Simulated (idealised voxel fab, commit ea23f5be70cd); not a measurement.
This section sets out a process module, namely voxel capacitor over wiring.
For reference, the cross-section in this document is cut, with width 240 nm and square cells of 5 nm.
Each cross-section below is a grid of square cells, stated as bands in top-down order, with one or more rows of cells making up each band. Top height, bottom height, nm. Materials left to right, width each, nm. Single material + "full width" = fills band edge to edge. "blank" = empty. The reference from which all heights are counted is 0, the level beneath which the as-received wafer is entirely one material; the lowest band, having no lower bound, proceeds downward and is written after the example "0 nm and below". The notation "30 to 40" denotes a width that varies across the rows of cells in the band, beginning at the first number in the top row, finishing at the second number in the bottom row, and changing by an identical amount from each row to the next. For the purposes of this document, the phrase "no modifications" attached to a step denotes that no cell within the cross-section was modified by that step. Closed-off voids of 8+ cells (no open route to the top) go in "Sealed void listing", written width x height at distance from the left edge, in nm. Whatever follows a step's settings on its line is a remark the simulator itself makes about that step. overlay nm, on a step with a mask: how far to the right of its planned place the mask lay; to the left if negative.
# List of planned process steps
1) RECEIVE, material Si
2) CONFORMAL_DEP, material SiO2, thk nm 10
3) DIRECTIONAL_DEP, material TiN, thk nm 5
4) DIRECTIONAL_DEP, material Ru, thk nm 15
5) DIRECTIONAL_DEP, material aC, thk nm 15
6) PATTERN, tone cover, mask id METAL_1, material resist, width nm 30, pitch nm 85, thk nm 35, overlay nm 0
7) DIRECTIONAL_ETCH, etch materials aC, depth nm 15
8) STRIP, etch materials resist
9) DIRECTIONAL_ETCH, etch materials Ru, depth nm 15
10) DIRECTIONAL_ETCH, etch materials TiN, depth nm 5
11) STRIP, etch materials aC
12) CONFORMAL_DEP, material SiCN, thk nm 5
13) FILL_DEP, material lowk, thk nm 5
14) CMP, height nm 30
15) CONFORMAL_DEP, material SiCN, thk nm 5
16) DIRECTIONAL_DEP, material SiO2, thk nm 20
17) MASKED_ETCH, tone open, mask id PLUG_1, width nm 15, etch materials SiO2, depth nm 20, overlay nm 0
18) MASKED_ETCH, tone open, mask id PLUG_1, width nm 15, etch materials SiCN, depth nm 5, overlay nm 0
19) EPI, material Ru, thk nm 10
20) EPI, material Ru, thk nm 10
21) EPI, material Ru, thk nm 5
22) DIRECTIONAL_DEP, material TiN, thk nm 10
23) DIRECTIONAL_DEP, material Al2O3, thk nm 5
24) DIRECTIONAL_DEP, material TiN, thk nm 10
25) DIRECTIONAL_DEP, material aC, thk nm 15
26) PATTERN, tone cover, mask id UPPER_PLATE, material resist, width nm 60, thk nm 30, overlay nm 0
27) DIRECTIONAL_ETCH, etch materials aC, depth nm 15
28) STRIP, etch materials resist
29) DIRECTIONAL_ETCH, etch materials TiN, depth nm 10
30) DIRECTIONAL_ETCH, etch materials Al2O3, depth nm 5
31) STRIP, etch materials aC
32) PATTERN, tone cover, mask id LOWER_PLATE, material resist, width nm 70, thk nm 15, overlay nm 0
33) DIRECTIONAL_ETCH, etch materials TiN, depth nm 10
34) STRIP, etch materials resist
35) FILL_DEP, material SiO2, thk nm 15
36) CMP, height nm 90
37) PATTERN, tone open, mask id PLUG_2, material resist, width nm 15, thk nm 20, overlay nm 0
38) DIRECTIONAL_ETCH, etch materials SiO2, depth nm 10
39) STRIP, etch materials resist
40) CONFORMAL_DEP, material TiN, thk nm 5
41) FILL_DEP, material W, thk nm 10
42) CMP, height nm 90
43) CONFORMAL_DEP, material SiN, thk nm 5
# First wafer, two in total, run as planned
# This is the cross-section of the wafer as we received it, i.e. after step 1
	0 nm and below  Si full width
	Sealed void listing: none
# Presented here is a cross-section of the wafer after step 2 has been performed
	10 nm to 0 nm  SiO2 full width
	Everything below 0 is unchanged.
# Presented here is a cross-section of the wafer after step 3 has been performed
	15 nm to 10 nm  TiN full width
	Everything below 10 is unchanged.
# Presented here is a cross-section of the wafer after step 4 has been performed
	30 nm to 15 nm  Ru full width
	Everything below 15 is unchanged.
# Presented here is a cross-section of the wafer after step 5 has been performed
	45 nm to 30 nm  aC full width
	Everything below 30 is unchanged.
# Presented here is a cross-section of the wafer after step 6 has been performed
	80 nm to 45 nm  blank: 60, resist: 30, blank: 55, resist: 30, blank: 65
	Everything below 45 is unchanged.
# Presented here is a cross-section of the wafer after step 7 has been performed
	65 nm to 45 nm  blank: 60, resist: 30, blank: 55, resist: 30, blank: 65
	45 nm to 30 nm  blank: 60, aC: 30, blank: 55, aC: 30, blank: 65
	Everything below 30 is unchanged.
# Presented here is a cross-section of the wafer after step 8 has been performed
	45 nm to 30 nm  blank: 60, aC: 30, blank: 55, aC: 30, blank: 65
	Everything below 30 is unchanged.
# Presented here is a cross-section of the wafer after step 9 has been performed
	45 nm to 30 nm  blank: 60, aC: 30, blank: 55, aC: 30, blank: 65
	30 nm to 15 nm  blank: 60, Ru: 30, blank: 55, Ru: 30, blank: 65
	Everything below 15 is unchanged.
# Presented here is a cross-section of the wafer after step 10 has been performed
	45 nm to 30 nm  blank: 60, aC: 30, blank: 55, aC: 30, blank: 65
	30 nm to 15 nm  blank: 60, Ru: 30, blank: 55, Ru: 30, blank: 65
	15 nm to 10 nm  blank: 60, TiN: 30, blank: 55, TiN: 30, blank: 65
	Everything below 10 is unchanged.
# Presented here is a cross-section of the wafer after step 11 has been performed
	30 nm to 15 nm  blank: 60, Ru: 30, blank: 55, Ru: 30, blank: 65
	Everything below 15 is unchanged.
# Presented here is a cross-section of the wafer after step 12 has been performed
	35 nm to 30 nm  blank: 55, SiCN: 40, blank: 45, SiCN: 40, blank: 60
	30 nm to 15 nm  blank: 55, SiCN: 5, Ru: 30, SiCN: 5, blank: 45, SiCN: 5, Ru: 30, SiCN: 5, blank: 60
	15 nm to 10 nm  SiCN: 60, TiN: 30, SiCN: 55, TiN: 30, SiCN: 65
	Everything below 10 is unchanged.
# Presented here is a cross-section of the wafer after step 13 has been performed
	40 nm to 35 nm  lowk full width
	35 nm to 30 nm  lowk: 55, SiCN: 40, lowk: 45, SiCN: 40, lowk: 60
	30 nm to 15 nm  lowk: 55, SiCN: 5, Ru: 30, SiCN: 5, lowk: 45, SiCN: 5, Ru: 30, SiCN: 5, lowk: 60
	Everything below 15 is unchanged.
# Presented here is a cross-section of the wafer after step 14 has been performed
	30 nm to 15 nm  lowk: 55, SiCN: 5, Ru: 30, SiCN: 5, lowk: 45, SiCN: 5, Ru: 30, SiCN: 5, lowk: 60
	Everything below 15 is unchanged.
# Presented here is a cross-section of the wafer after step 15 has been performed
	35 nm to 30 nm  SiCN full width
	Everything below 30 is unchanged.
# Presented here is a cross-section of the wafer after step 16 has been performed
	55 nm to 35 nm  SiO2 full width
	Everything below 35 is unchanged.
# Presented here is a cross-section of the wafer after step 17 has been performed
	55 nm to 35 nm  SiO2: 75, blank: 15, SiO2: 150
	Everything below 35 is unchanged.
# Presented here is a cross-section of the wafer after step 18 has been performed
	55 nm to 35 nm  SiO2: 75, blank: 15, SiO2: 150
	35 nm to 30 nm  SiCN: 75, blank: 15, SiCN: 150
	Everything below 30 is unchanged.
# Presented here is a cross-section of the wafer after step 19 has been performed
	55 nm to 40 nm  SiO2: 75, blank: 15, SiO2: 150
	40 nm to 35 nm  SiO2: 75, Ru: 15, SiO2: 150
	35 nm to 30 nm  SiCN: 75, Ru: 15, SiCN: 150
	Everything below 30 is unchanged.
# Presented here is a cross-section of the wafer after step 20 has been performed
	55 nm to 50 nm  SiO2: 75, blank: 15, SiO2: 150
	50 nm to 35 nm  SiO2: 75, Ru: 15, SiO2: 150
	Everything below 35 is unchanged.
# Presented here is a cross-section of the wafer after step 21 has been performed
	55 nm to 35 nm  SiO2: 75, Ru: 15, SiO2: 150
	Everything below 35 is unchanged.
# Presented here is a cross-section of the wafer after step 22 has been performed
	65 nm to 55 nm  TiN full width
	Everything below 55 is unchanged.
# Presented here is a cross-section of the wafer after step 23 has been performed
	70 nm to 65 nm  Al2O3 full width
	Everything below 65 is unchanged.
# Presented here is a cross-section of the wafer after step 24 has been performed
	80 nm to 70 nm  TiN full width
	Everything below 70 is unchanged.
# Presented here is a cross-section of the wafer after step 25 has been performed
	95 nm to 80 nm  aC full width
	Everything below 80 is unchanged.
# Presented here is a cross-section of the wafer after step 26 has been performed
	125 nm to 95 nm  blank: 75, resist: 60, blank: 105
	Everything below 95 is unchanged.
# Presented here is a cross-section of the wafer after step 27 has been performed
	110 nm to 95 nm  blank: 75, resist: 60, blank: 105
	95 nm to 80 nm  blank: 75, aC: 60, blank: 105
	Everything below 80 is unchanged.
# Presented here is a cross-section of the wafer after step 28 has been performed
	95 nm to 80 nm  blank: 75, aC: 60, blank: 105
	Everything below 80 is unchanged.
# Presented here is a cross-section of the wafer after step 29 has been performed
	95 nm to 80 nm  blank: 75, aC: 60, blank: 105
	80 nm to 70 nm  blank: 75, TiN: 60, blank: 105
	Everything below 70 is unchanged.
# Presented here is a cross-section of the wafer after step 30 has been performed
	95 nm to 80 nm  blank: 75, aC: 60, blank: 105
	80 nm to 70 nm  blank: 75, TiN: 60, blank: 105
	70 nm to 65 nm  blank: 75, Al2O3: 60, blank: 105
	Everything below 65 is unchanged.
# Presented here is a cross-section of the wafer after step 31 has been performed
	80 nm to 70 nm  blank: 75, TiN: 60, blank: 105
	Everything below 70 is unchanged.
# Presented here is a cross-section of the wafer after step 32 has been performed
	95 nm to 80 nm  blank: 70, resist: 70, blank: 100
	80 nm to 70 nm  blank: 70, resist: 5, TiN: 60, resist: 5, blank: 100
	70 nm to 65 nm  blank: 70, resist: 5, Al2O3: 60, resist: 5, blank: 100
	Everything below 65 is unchanged.
# Presented here is a cross-section of the wafer after step 33 has been performed
	95 nm to 80 nm  blank: 70, resist: 70, blank: 100
	80 nm to 70 nm  blank: 70, resist: 5, TiN: 60, resist: 5, blank: 100
	70 nm to 65 nm  blank: 70, resist: 5, Al2O3: 60, resist: 5, blank: 100
	65 nm to 55 nm  blank: 70, TiN: 70, blank: 100
	Everything below 55 is unchanged.
# Presented here is a cross-section of the wafer after step 34 has been performed
	80 nm to 70 nm  blank: 75, TiN: 60, blank: 105
	70 nm to 65 nm  blank: 75, Al2O3: 60, blank: 105
	Everything below 65 is unchanged.
# Presented here is a cross-section of the wafer after step 35 has been performed
	95 nm to 80 nm  SiO2 full width
	80 nm to 70 nm  SiO2: 75, TiN: 60, SiO2: 105
	70 nm to 65 nm  SiO2: 75, Al2O3: 60, SiO2: 105
	65 nm to 55 nm  SiO2: 70, TiN: 70, SiO2: 100
	Everything below 55 is unchanged.
# Presented here is a cross-section of the wafer after step 36 has been performed
	90 nm to 80 nm  SiO2 full width
	Everything below 80 is unchanged.
# Presented here is a cross-section of the wafer after step 37 has been performed
	110 nm to 90 nm  resist: 85, blank: 15, resist: 140
	Everything below 90 is unchanged.
# Presented here is a cross-section of the wafer after step 38 has been performed
	110 nm to 90 nm  resist: 85, blank: 15, resist: 140
	90 nm to 80 nm  SiO2: 85, blank: 15, SiO2: 140
	Everything below 80 is unchanged.
# Presented here is a cross-section of the wafer after step 39 has been performed
	90 nm to 80 nm  SiO2: 85, blank: 15, SiO2: 140
	Everything below 80 is unchanged.
# Presented here is a cross-section of the wafer after step 40 has been performed
	95 nm to 90 nm  TiN: 90, blank: 5, TiN: 145
	90 nm to 85 nm  SiO2: 85, TiN: 5, blank: 5, TiN: 5, SiO2: 140
	85 nm to 80 nm  SiO2: 85, TiN: 15, SiO2: 140
	Everything below 80 is unchanged.
# Presented here is a cross-section of the wafer after step 41 has been performed
	105 nm to 95 nm  W full width
	95 nm to 90 nm  TiN: 90, W: 5, TiN: 145
	90 nm to 85 nm  SiO2: 85, TiN: 5, W: 5, TiN: 5, SiO2: 140
	Everything below 85 is unchanged.
# Presented here is a cross-section of the wafer after step 42 has been performed
	90 nm to 85 nm  SiO2: 85, TiN: 5, W: 5, TiN: 5, SiO2: 140
	Everything below 85 is unchanged.
# Presented here is a cross-section of the wafer after step 43 has been performed
	95 nm to 90 nm  SiN full width
	Everything below 90 is unchanged.
# It is to be noted that the second wafer proceeded from the same initial state and according to the same plan as the first, although one mistake was committed in its execution; through step 34, inclusive, the two wafers share an identical history
# Second wafer at the planned finish of step 35, seen in cross-section
	95 nm to 80 nm  SiN full width
	80 nm to 70 nm  SiN: 75, TiN: 60, SiN: 105
	70 nm to 65 nm  SiN: 75, Al2O3: 60, SiN: 105
	65 nm to 55 nm  SiN: 70, TiN: 70, SiN: 100
	Everything below 55 is unchanged.
# Second wafer at the planned finish of step 36, seen in cross-section
	90 nm to 80 nm  SiN full width
	Everything below 80 is unchanged.
# Second wafer at the planned finish of step 37, seen in cross-section
	110 nm to 90 nm  resist: 85, blank: 15, resist: 140
	Everything below 90 is unchanged.
Second wafer at the planned finish of step 38, seen in cross-section: no modifications
# Second wafer at the planned finish of step 39, seen in cross-section
	90 nm to 80 nm  SiN full width
	Everything below 80 is unchanged.
# Second wafer at the planned finish of step 40, seen in cross-section
	95 nm to 90 nm  TiN full width
	Everything below 90 is unchanged.
# Second wafer at the planned finish of step 41, seen in cross-section
	105 nm to 95 nm  W full width
	Everything below 95 is unchanged.
# Second wafer at the planned finish of step 42, seen in cross-section
	90 nm to 80 nm  SiN full width
	Everything below 80 is unchanged.
# Second wafer at the planned finish of step 43, seen in cross-section
	95 nm to 80 nm  SiN full width
	Everything below 80 is unchanged.
So what did we get wrong on this run? step 35 was not run as planned; what actually ran was FILL_DEP, material SiN, thk nm 15
At the finish, the second wafer shows more or fewer cells for some materials than the first does: 272 more of SiN | 266 fewer of SiO2 | 5 fewer of TiN | 1 fewer of W
